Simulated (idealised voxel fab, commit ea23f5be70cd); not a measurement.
Documented hereafter: the process module known as voxel wiring stack.
Square cells of 5 nm make up the cross-section cut, whose width is 290 nm.
Cross-section format: a grid of square cells, given as bands from top to bottom; each band is one or more rows of cells. Band: top and bottom heights (nm) first, top before bottom; then materials from left to right, widths in nm. "all across" marks a sole material filling the band edge to edge. "air" denotes empty space. Heads up on the height convention: 0 is the point under which the incoming wafer is all one material, and the lowest band has no bottom, it just keeps going down, like "0 and below". Graded width ("30 to 40"): value in top row of band = first number; value in bottom row = second number; row-to-row change constant. Step marked "remains unaltered"? Then no cell in the cross-section changed in it. Heads up: "Closed internal cavities" only lists the empty pockets with no open path to the top that are 8 cells or more, and it writes them as width x height at distance, distance from the left edge, in nm. Post-settings text on a step line: simulator's own remark regarding the step. The optional step-line setting "overlay nm" applies to steps with a mask and quantifies how far to the right of its planned location the mask lay, a negative value indicating leftward placement.

PROCESS STEPS (PLANNED)
1,RECEIVE with material Si
2,CONFORMAL_DEP with material SiO2, thk nm 10
3,DIRECTIONAL_DEP with material TiN, thk nm 5
4,DIRECTIONAL_DEP with material W, thk nm 20
5,MASKED_ETCH with tone cover, mask id METAL_1, width nm 25, pitch nm 45, etch materials W, depth nm 20, overlay nm 0
6,MASKED_ETCH with tone cover, mask id METAL_1, width nm 25, pitch nm 45, etch materials TiN, depth nm 5, overlay nm 0
7,FILL_DEP with material lowk, thk nm 5
8,CMP with height nm 35
9,CONFORMAL_DEP with material SiCN, thk nm 5
10,DIRECTIONAL_DEP with material lowk, thk nm 30
11,DIRECTIONAL_DEP with material aC, thk nm 10
12,PATTERN with tone open, mask id METAL_2_HOLES, material resist, width nm 15, thk nm 30, overlay nm 0
13,DIRECTIONAL_ETCH with etch materials aC, depth nm 10
14,STRIP with etch materials resist
15,DIRECTIONAL_ETCH with etch materials lowk, depth nm 30
16,STRIP with etch materials aC
17,MASKED_ETCH with tone open, mask id METAL_2, width nm 25, pitch nm 45, etch materials lowk, depth nm 15, overlay nm 0
18,MASKED_ETCH with tone open, mask id METAL_2, width nm 25, pitch nm 45, etch materials SiCN, depth nm 5, overlay nm 0
19,CONFORMAL_DEP with material TiN, thk nm 5
20,FILL_DEP with material Ru, thk nm 10
21,CMP with height nm 70
22,CONFORMAL_DEP with material SiN, thk nm 5

WHAT FOLLOWS COVERS THE FIRST OF TWO WAFERS; IT RAN AS PLANNED

AS-RECEIVED WAFER CROSS-SECTION (AFTER STEP 1)
* 0 and below  Si all across
* Closed internal cavities: none

SO THIS IS THE WAFER CROSS-SECTION RIGHT AFTER STEP 2
* 10 down to 0  SiO2 all across
* Below 0, the layers are the same as they were.

SO THIS IS THE WAFER CROSS-SECTION RIGHT AFTER STEP 3
* 15 down to 10  TiN all across
* Below 10, the layers are the same as they were.

SO THIS IS THE WAFER CROSS-SECTION RIGHT AFTER STEP 4
* 35 down to 15  W all across
* Below 15, the layers are the same as they were.

SO THIS IS THE WAFER CROSS-SECTION RIGHT AFTER STEP 5
* 35 down to 15  110 nm air / 25 nm W / 20 nm air / 25 nm W / 110 nm air
* Below 15, the layers are the same as they were.

SO THIS IS THE WAFER CROSS-SECTION RIGHT AFTER STEP 6
* 35 down to 15  110 nm air / 25 nm W / 20 nm air / 25 nm W / 110 nm air
* 15 down to 10  110 nm air / 25 nm TiN / 20 nm air / 25 nm TiN / 110 nm air
* Below 10, the layers are the same as they were.

SO THIS IS THE WAFER CROSS-SECTION RIGHT AFTER STEP 7
* 40 down to 35  lowk all across
* 35 down to 15  110 nm lowk / 25 nm W / 20 nm lowk / 25 nm W / 110 nm lowk
* 15 down to 10  110 nm lowk / 25 nm TiN / 20 nm lowk / 25 nm TiN / 110 nm lowk
* Below 10, the layers are the same as they were.

SO THIS IS THE WAFER CROSS-SECTION RIGHT AFTER STEP 8
* 35 down to 15  110 nm lowk / 25 nm W / 20 nm lowk / 25 nm W / 110 nm lowk
* Below 15, the layers are the same as they were.

SO THIS IS THE WAFER CROSS-SECTION RIGHT AFTER STEP 9
* 40 down to 35  SiCN all across
* Below 35, the layers are the same as they were.

SO THIS IS THE WAFER CROSS-SECTION RIGHT AFTER STEP 10
* 70 down to 40  lowk all across
* Below 40, the layers are the same as they were.

SO THIS IS THE WAFER CROSS-SECTION RIGHT AFTER STEP 11
* 80 down to 70  aC all across
* Below 70, the layers are the same as they were.

SO THIS IS THE WAFER CROSS-SECTION RIGHT AFTER STEP 12
* 110 down to 80  110 nm resist / 15 nm air / 165 nm resist
* Below 80, the layers are the same as they were.

SO THIS IS THE WAFER CROSS-SECTION RIGHT AFTER STEP 13
* 100 down to 80  110 nm resist / 15 nm air / 165 nm resist
* 80 down to 70  110 nm aC / 15 nm air / 165 nm aC
* Below 70, the layers are the same as they were.

SO THIS IS THE WAFER CROSS-SECTION RIGHT AFTER STEP 14
* 80 down to 70  110 nm aC / 15 nm air / 165 nm aC
* Below 70, the layers are the same as they were.

SO THIS IS THE WAFER CROSS-SECTION RIGHT AFTER STEP 15
* 80 down to 70  110 nm aC / 15 nm air / 165 nm aC
* 70 down to 40  110 nm lowk / 15 nm air / 165 nm lowk
* Below 40, the layers are the same as they were.

SO THIS IS THE WAFER CROSS-SECTION RIGHT AFTER STEP 16
* 70 down to 40  110 nm lowk / 15 nm air / 165 nm lowk
* Below 40, the layers are the same as they were.

SO THIS IS THE WAFER CROSS-SECTION RIGHT AFTER STEP 17
* 70 down to 55  110 nm lowk / 25 nm air / 20 nm lowk / 25 nm air / 110 nm lowk
* Below 55, the layers are the same as they were.

SO THIS IS THE WAFER CROSS-SECTION RIGHT AFTER STEP 18
* 70 down to 55  110 nm lowk / 25 nm air / 20 nm lowk / 25 nm air / 110 nm lowk
* 55 down to 40  110 nm lowk / 15 nm air / 165 nm lowk
* 40 down to 35  110 nm SiCN / 15 nm air / 165 nm SiCN
* Below 35, the layers are the same as they were.

SO THIS IS THE WAFER CROSS-SECTION RIGHT AFTER STEP 19
* 75 down to 70  115 nm TiN / 15 nm air / 30 nm TiN / 15 nm air / 115 nm TiN
* 70 down to 60  110 nm lowk / 5 nm TiN / 15 nm air / 5 nm TiN / 20 nm lowk / 5 nm TiN / 15 nm air / 5 nm TiN / 110 nm lowk
* 60 down to 55  110 nm lowk / 5 nm TiN / 5 nm air / 15 nm TiN / 20 nm lowk / 25 nm TiN / 110 nm lowk
* 55 down to 40  110 nm lowk / 5 nm TiN / 5 nm air / 5 nm TiN / 165 nm lowk
* 40 down to 35  110 nm SiCN / 15 nm TiN / 165 nm SiCN
* Below 35, the layers are the same as they were.

SO THIS IS THE WAFER CROSS-SECTION RIGHT AFTER STEP 20
* 85 down to 75  Ru all across
* 75 down to 70  115 nm TiN / 15 nm Ru / 30 nm TiN / 15 nm Ru / 115 nm TiN
* 70 down to 60  110 nm lowk / 5 nm TiN / 15 nm Ru / 5 nm TiN / 20 nm lowk / 5 nm TiN / 15 nm Ru / 5 nm TiN / 110 nm lowk
* 60 down to 55  110 nm lowk / 5 nm TiN / 5 nm Ru / 15 nm TiN / 20 nm lowk / 25 nm TiN / 110 nm lowk
* 55 down to 40  110 nm lowk / 5 nm TiN / 5 nm Ru / 5 nm TiN / 165 nm lowk
* Below 40, the layers are the same as they were.

SO THIS IS THE WAFER CROSS-SECTION RIGHT AFTER STEP 21
* 70 down to 60  110 nm lowk / 5 nm TiN / 15 nm Ru / 5 nm TiN / 20 nm lowk / 5 nm TiN / 15 nm Ru / 5 nm TiN / 110 nm lowk
* Below 60, the layers are the same as they were.

SO THIS IS THE WAFER CROSS-SECTION RIGHT AFTER STEP 22
* 75 down to 70  SiN all across
* Below 70, the layers are the same as they were.

SECOND WAFER (IDENTICAL START AND PLAN, ONE PROCESSING ERROR; MATCHES FIRST WAFER THROUGH STEP 20)

Cross-section: second wafer, time at which step 21 was scheduled to end: remains unaltered

CROSS-SECTION: SECOND WAFER, TIME AT WHICH STEP 22 WAS SCHEDULED TO END
* 90 down to 85  SiN all across
* Below 85, the layers are the same as they were.
Error vs. plan: step 21 of the plan did not run at all; it was left out
The final cell counts differ between the wafers, with the second having more or fewer of some materials than the first: +122 Ru, +52 TiN
